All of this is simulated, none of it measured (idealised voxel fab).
Herein follows the process module entitled voxel quadruple lines.
Cross-section cut spans 215 nm and uses square cells 5 nm in size.
This document writes a cross-section as a grid whose cells are square, and gives it as bands, listed from the top down; one or more rows of cells form a band.
First you get the band's top height and its bottom height, in nm, and then the materials it's made of, left to right, with each width in nm. If you see a single material with "all across", that one covers the band edge to edge. "air" is empty space.
Beneath 0, the wafer as received is one material, and that level is where height counting begins. The lowest band goes on downward without a bottom; it is written like "0 down".
Width spec "30..40" -> top row of cells at first value, bottom row at second value, equal per-row change in between.
No cell of the cross-section changed in a step that is given as "everything unchanged".
If an empty space has no open way to the top and is at least 8 cells in size, "Voids, sealed" lists it, written width x height at distance, where distance is measured from the left edge and every value is in nm.
Step line, after settings: the simulator's comment on this step.
What "overlay nm" on a step's line means: if the step has a mask, that mask lay this far to the right of its planned place, or, when the value is negative, to the left.
**These are the steps we planned for the process**
1: RECEIVE with material Si
2: CONFORMAL_DEP with material SiO2, thk nm 10
3: DIRECTIONAL_DEP with material Ru, thk nm 15
4: DIRECTIONAL_DEP with material polySi, thk nm 15
5: DIRECTIONAL_DEP with material aC, thk nm 25
6: PATTERN with tone cover, mask id MANDREL, material resist, width nm 20, pitch nm 60, thk nm 35, overlay nm 0
7: DIRECTIONAL_ETCH with etch materials aC, depth nm 25
8: STRIP with etch materials resist
9: CONFORMAL_DEP with material SiO2, thk nm 10
10: DIRECTIONAL_ETCH with etch materials SiO2, depth nm 10
11: STRIP with etch materials aC
12: DIRECTIONAL_ETCH with etch materials polySi, depth nm 15
13: STRIP with etch materials SiO2
14: CONFORMAL_DEP with material SiCN, thk nm 5
15: DIRECTIONAL_ETCH with etch materials SiCN, depth nm 5
16: STRIP with etch materials polySi
17: DIRECTIONAL_ETCH with etch materials Ru, depth nm 15
18: STRIP with etch materials SiCN
19: FILL_DEP with material lowk, thk nm 10
20: CMP with height nm 25
**The first wafer of two, processed as planned**
**Wafer at receipt (post step 1), cross-section**
> 0 down | Si all across
> Voids, sealed: none
**Wafer xsec, post step 2**
> 10 to 0 | SiO2 all across
> Below 0, no change.
**Wafer xsec, post step 3**
> 25 to 10 | Ru all across
> Below 10, no change.
**Wafer xsec, post step 4**
> 40 to 25 | polySi all across
> Below 25, no change.
**Wafer xsec, post step 5**
> 65 to 40 | aC all across
> Below 40, no change.
**Wafer xsec, post step 6**
> 100 to 65 | 65 of air | 20 of resist | 40 of air | 20 of resist | 70 of air
> Below 65, no change.
**Wafer xsec, post step 7**
> 75 to 65 | 65 of air | 20 of resist | 40 of air | 20 of resist | 70 of air
> 65 to 40 | 65 of air | 20 of aC | 40 of air | 20 of aC | 70 of air
> Below 40, no change.
**Wafer xsec, post step 8**
> 65 to 40 | 65 of air | 20 of aC | 40 of air | 20 of aC | 70 of air
> Below 40, no change.
**Wafer xsec, post step 9**
> 75 to 65 | 55 of air | 40 of SiO2 | 20 of air | 40 of SiO2 | 60 of air
> 65 to 50 | 55 of air | 10 of SiO2 | 20 of aC | 10 of SiO2 | 20 of air | 10 of SiO2 | 20 of aC | 10 of SiO2 | 60 of air
> 50 to 40 | 65 of SiO2 | 20 of aC | 40 of SiO2 | 20 of aC | 70 of SiO2
> Below 40, no change.
**Wafer xsec, post step 10**
> 65 to 40 | 55 of air | 10 of SiO2 | 20 of aC | 10 of SiO2 | 20 of air | 10 of SiO2 | 20 of aC | 10 of SiO2 | 60 of air
> Below 40, no change.
**Wafer xsec, post step 11**
> 65 to 40 | 55 of air | 10 of SiO2 | 20 of air | 10 of SiO2 | 20 of air | 10 of SiO2 | 20 of air | 10 of SiO2 | 60 of air
> Below 40, no change.
**Wafer xsec, post step 12**
> 65 to 40 | 55 of air | 10 of SiO2 | 20 of air | 10 of SiO2 | 20 of air | 10 of SiO2 | 20 of air | 10 of SiO2 | 60 of air
> 40 to 25 | 55 of air | 10 of polySi | 20 of air | 10 of polySi | 20 of air | 10 of polySi | 20 of air | 10 of polySi | 60 of air
> Below 25, no change.
**Wafer xsec, post step 13**
> 40 to 25 | 55 of air | 10 of polySi | 20 of air | 10 of polySi | 20 of air | 10 of polySi | 20 of air | 10 of polySi | 60 of air
> Below 25, no change.
**Wafer xsec, post step 14**
> 45 to 40 | 50 of air | 20 of SiCN | 10 of air | 20 of SiCN | 10 of air | 20 of SiCN | 10 of air | 20 of SiCN | 55 of air
> 40 to 30 | 50 of air | 5 of SiCN | 10 of polySi | 5 of SiCN | 10 of air | 5 of SiCN | 10 of polySi | 5 of SiCN | 10 of air | 5 of SiCN | 10 of polySi | 5 of SiCN | 10 of air | 5 of SiCN | 10 of polySi | 5 of SiCN | 55 of air
> 30 to 25 | 55 of SiCN | 10 of polySi | 20 of SiCN | 10 of polySi | 20 of SiCN | 10 of polySi | 20 of SiCN | 10 of polySi | 60 of SiCN
> Below 25, no change.
**Wafer xsec, post step 15**
> 40 to 25 | 50 of air | 5 of SiCN | 10 of polySi | 5 of SiCN | 10 of air | 5 of SiCN | 10 of polySi | 5 of SiCN | 10 of air | 5 of SiCN | 10 of polySi | 5 of SiCN | 10 of air | 5 of SiCN | 10 of polySi | 5 of SiCN | 55 of air
> Below 25, no change.
**Wafer xsec, post step 16**
> 40 to 25 | 50 of air | 5 of SiCN | 10 of air | 5 of SiCN | 10 of air | 5 of SiCN | 10 of air | 5 of SiCN | 10 of air | 5 of SiCN | 10 of air | 5 of SiCN | 10 of air | 5 of SiCN | 10 of air | 5 of SiCN | 55 of air
> Below 25, no change.
**Wafer xsec, post step 17**
> 40 to 25 | 50 of air | 5 of SiCN | 10 of air | 5 of SiCN | 10 of air | 5 of SiCN | 10 of air | 5 of SiCN | 10 of air | 5 of SiCN | 10 of air | 5 of SiCN | 10 of air | 5 of SiCN | 10 of air | 5 of SiCN | 55 of air
> 25 to 10 | 50 of air | 5 of Ru | 10 of air | 5 of Ru | 10 of air | 5 of Ru | 10 of air | 5 of Ru | 10 of air | 5 of Ru | 10 of air | 5 of Ru | 10 of air | 5 of Ru | 10 of air | 5 of Ru | 55 of air
> Below 10, no change.
**Wafer xsec, post step 18**
> 25 to 10 | 50 of air | 5 of Ru | 10 of air | 5 of Ru | 10 of air | 5 of Ru | 10 of air | 5 of Ru | 10 of air | 5 of Ru | 10 of air | 5 of Ru | 10 of air | 5 of Ru | 10 of air | 5 of Ru | 55 of air
> Below 10, no change.
**Wafer xsec, post step 19**
> 35 to 25 | lowk all across
> 25 to 10 | 50 of lowk | 5 of Ru | 10 of lowk | 5 of Ru | 10 of lowk | 5 of Ru | 10 of lowk | 5 of Ru | 10 of lowk | 5 of Ru | 10 of lowk | 5 of Ru | 10 of lowk | 5 of Ru | 10 of lowk | 5 of Ru | 55 of lowk
> Below 10, no change.
**Wafer xsec, post step 20**
> 25 to 10 | 50 of lowk | 5 of Ru | 10 of lowk | 5 of Ru | 10 of lowk | 5 of Ru | 10 of lowk | 5 of Ru | 10 of lowk | 5 of Ru | 10 of lowk | 5 of Ru | 10 of lowk | 5 of Ru | 10 of lowk | 5 of Ru | 55 of lowk
> Below 10, no change.
**Notes, second wafer: start = first wafer's, plan = first wafer's, execution had one mistake; history identical to first through step 12**
**when step 13 should have ended**
> 40 to 25 | 55 of air | 10 of polySi | 20 of air | 10 of polySi | 20 of air | 10 of polySi | 20 of air | 10 of polySi | 60 of air
> Below 25, no change.
**when step 14 should have ended**
> 45 to 40 | 50 of air | 20 of SiCN | 10 of air | 20 of SiCN | 10 of air | 20 of SiCN | 10 of air | 20 of SiCN | 55 of air
> 40 to 30 | 50 of air | 5 of SiCN | 10 of polySi | 5 of SiCN | 10 of air | 5 of SiCN | 10 of polySi | 5 of SiCN | 10 of air | 5 of SiCN | 10 of polySi | 5 of SiCN | 10 of air | 5 of SiCN | 10 of polySi | 5 of SiCN | 55 of air
> 30 to 25 | 55 of SiCN | 10 of polySi | 20 of SiCN | 10 of polySi | 20 of SiCN | 10 of polySi | 20 of SiCN | 10 of polySi | 60 of SiCN
> Below 25, no change.
**when step 15 should have ended**
> 40 to 25 | 50 of air | 5 of SiCN | 10 of polySi | 5 of SiCN | 10 of air | 5 of SiCN | 10 of polySi | 5 of SiCN | 10 of air | 5 of SiCN | 10 of polySi | 5 of SiCN | 10 of air | 5 of SiCN | 10 of polySi | 5 of SiCN | 55 of air
> Below 25, no change.
**when step 16 should have ended**
> 40 to 25 | 50 of air | 5 of SiCN | 10 of air | 5 of SiCN | 10 of air | 5 of SiCN | 10 of air | 5 of SiCN | 10 of air | 5 of SiCN | 10 of air | 5 of SiCN | 10 of air | 5 of SiCN | 10 of air | 5 of SiCN | 55 of air
> Below 25, no change.
**when step 17 should have ended**
> 40 to 25 | 50 of air | 5 of SiCN | 10 of air | 5 of SiCN | 10 of air | 5 of SiCN | 10 of air | 5 of SiCN | 10 of air | 5 of SiCN | 10 of air | 5 of SiCN | 10 of air | 5 of SiCN | 10 of air | 5 of SiCN | 55 of air
> 25 to 10 | 50 of air | 5 of Ru | 10 of air | 5 of Ru | 10 of air | 5 of Ru | 10 of air | 5 of Ru | 10 of air | 5 of Ru | 10 of air | 5 of Ru | 10 of air | 5 of Ru | 10 of air | 5 of Ru | 55 of air
> Below 10, no change.
**when step 18 should have ended**
> 25 to 10 | 50 of air | 5 of Ru | 10 of air | 5 of Ru | 10 of air | 5 of Ru | 10 of air | 5 of Ru | 10 of air | 5 of Ru | 10 of air | 5 of Ru | 10 of air | 5 of Ru | 10 of air | 5 of Ru | 55 of air
> Below 10, no change.
**when step 19 should have ended**
> 35 to 25 | lowk all across
> 25 to 10 | 50 of lowk | 5 of Ru | 10 of lowk | 5 of Ru | 10 of lowk | 5 of Ru | 10 of lowk | 5 of Ru | 10 of lowk | 5 of Ru | 10 of lowk | 5 of Ru | 10 of lowk | 5 of Ru | 10 of lowk | 5 of Ru | 55 of lowk
> Below 10, no change.
**when step 20 should have ended**
> 25 to 10 | 50 of lowk | 5 of Ru | 10 of lowk | 5 of Ru | 10 of lowk | 5 of Ru | 10 of lowk | 5 of Ru | 10 of lowk | 5 of Ru | 10 of lowk | 5 of Ru | 10 of lowk | 5 of Ru | 10 of lowk | 5 of Ru | 55 of lowk
> Below 10, no change.
Misprocessing identified: the plan's step 13 ran twice
The two wafers wind up with the same cross-section at the end, so whatever this model computes is the same despite the mistake.
